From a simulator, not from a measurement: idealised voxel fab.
This is a process module. Its name is voxel gate over fins.
Displayed cross-section: cut, width of 175 nm, square cells sized 5 nm.
Think of the cross-section as a grid of square cells. We describe it in bands, top to bottom, and each band covers one or more rows of those cells.
Within each band entry, the heights of the top and of the bottom of the band appear first, in that order and in nm; the materials of the band then follow from left to right, each with its corresponding width in nm. The designation "all across" on a single material indicates that it fills the band from edge to edge; the designation "empty" indicates empty space.
All heights in this document are referenced to 0, defined as the level beneath which the wafer, as received, consists entirely of one material. The lowest band is not bounded below; it extends indefinitely downward and is written in the form "z 0 and below".
A width such as "30->40" changes by the same amount from each row of cells to the next, from the band's top row to its bottom row.
When a step is marked "everything unchanged", none of the cells in the cross-section changed during that step.
Listed in "Voids, sealed": every empty space of 8 or more cells without an open way to the top. Form: width x height at distance, the distance being from the left edge, all in nm.
Step line, after settings: the simulator's comment on this step.
A step line may carry the setting "overlay nm", which, for steps involving a mask, states the distance by which the mask lay to the right of its intended position; negative values denote displacement to the left.

-- The following list gives the planned process steps
- 1: op RECEIVE | material Si
- 2: op CONFORMAL_DEP | material SiN | thk nm 10
- 3: op MASKED_ETCH | tone cover | mask id FINS | width nm 15 | pitch nm 35 | etch materials SiN | depth nm 10 | overlay nm 0
- 4: op MASKED_ETCH | tone cover | mask id FINS | width nm 15 | pitch nm 35 | etch materials Si | depth nm 35 | overlay nm 0
- 5: op OXIDIZE | depth nm 5
- 6: op FILL_DEP | material SiO2 | thk nm 15
- 7: op CMP | height nm 10
- 8: op SELECTIVE_ETCH | etch materials SiO2 | depth nm 20
- 9: op STRIP | etch materials SiN
- 10: op CONFORMAL_DEP | material HfO2 | thk nm 5
- 11: op CONFORMAL_DEP | material TiN | thk nm 5
- 12: op FILL_DEP | material W | thk nm 10
- 13: op CMP | height nm 15
- 14: op CONFORMAL_DEP | material SiN | thk nm 10

-- Received-state cross-section, reflecting completion of step 1
z 0 and below  Si all across
Voids, sealed: none

-- Figure: cross-sectional view of the wafer upon completion of the module, processed from the initial state and according to the plan depicted above, with one error introduced during execution
z 25 to 15  SiN all across
z 15 to 10  W all across
z 10 to 5  W 20 nm / TiN 25 nm / W 10 nm / TiN 25 nm / W 10 nm / TiN 25 nm / W 10 nm / TiN 25 nm / W 25 nm
z 5 to 0  W 20 nm / TiN 5 nm / HfO2 15 nm / TiN 5 nm / W 10 nm / TiN 5 nm / HfO2 15 nm / TiN 5 nm / W 10 nm / TiN 5 nm / HfO2 15 nm / TiN 5 nm / W 10 nm / TiN 5 nm / HfO2 15 nm / TiN 5 nm / W 25 nm
z 0 to -20  W 20 nm / TiN 5 nm / HfO2 5 nm / Si 5 nm / HfO2 5 nm / TiN 5 nm / W 10 nm / TiN 5 nm / HfO2 5 nm / Si 5 nm / HfO2 5 nm / TiN 5 nm / W 10 nm / TiN 5 nm / HfO2 5 nm / Si 5 nm / HfO2 5 nm / TiN 5 nm / W 10 nm / TiN 5 nm / HfO2 5 nm / Si 5 nm / HfO2 5 nm / TiN 5 nm / W 25 nm
z -20 to -25  TiN 25 nm / HfO2 5 nm / Si 5 nm / HfO2 5 nm / TiN 20 nm / HfO2 5 nm / Si 5 nm / HfO2 5 nm / TiN 20 nm / HfO2 5 nm / Si 5 nm / HfO2 5 nm / TiN 20 nm / HfO2 5 nm / Si 5 nm / HfO2 5 nm / TiN 30 nm
z -25 to -30  HfO2 30 nm / Si 5 nm / HfO2 30 nm / Si 5 nm / HfO2 30 nm / Si 5 nm / HfO2 30 nm / Si 5 nm / HfO2 35 nm
z -30 to -40  SiO2 30 nm / Si 5 nm / SiO2 30 nm / Si 5 nm / SiO2 30 nm / Si 5 nm / SiO2 30 nm / Si 5 nm / SiO2 35 nm
z -40 and below  Si all across
Voids, sealed: none
Here's what went sideways: yeah, plan step 8 got run twice
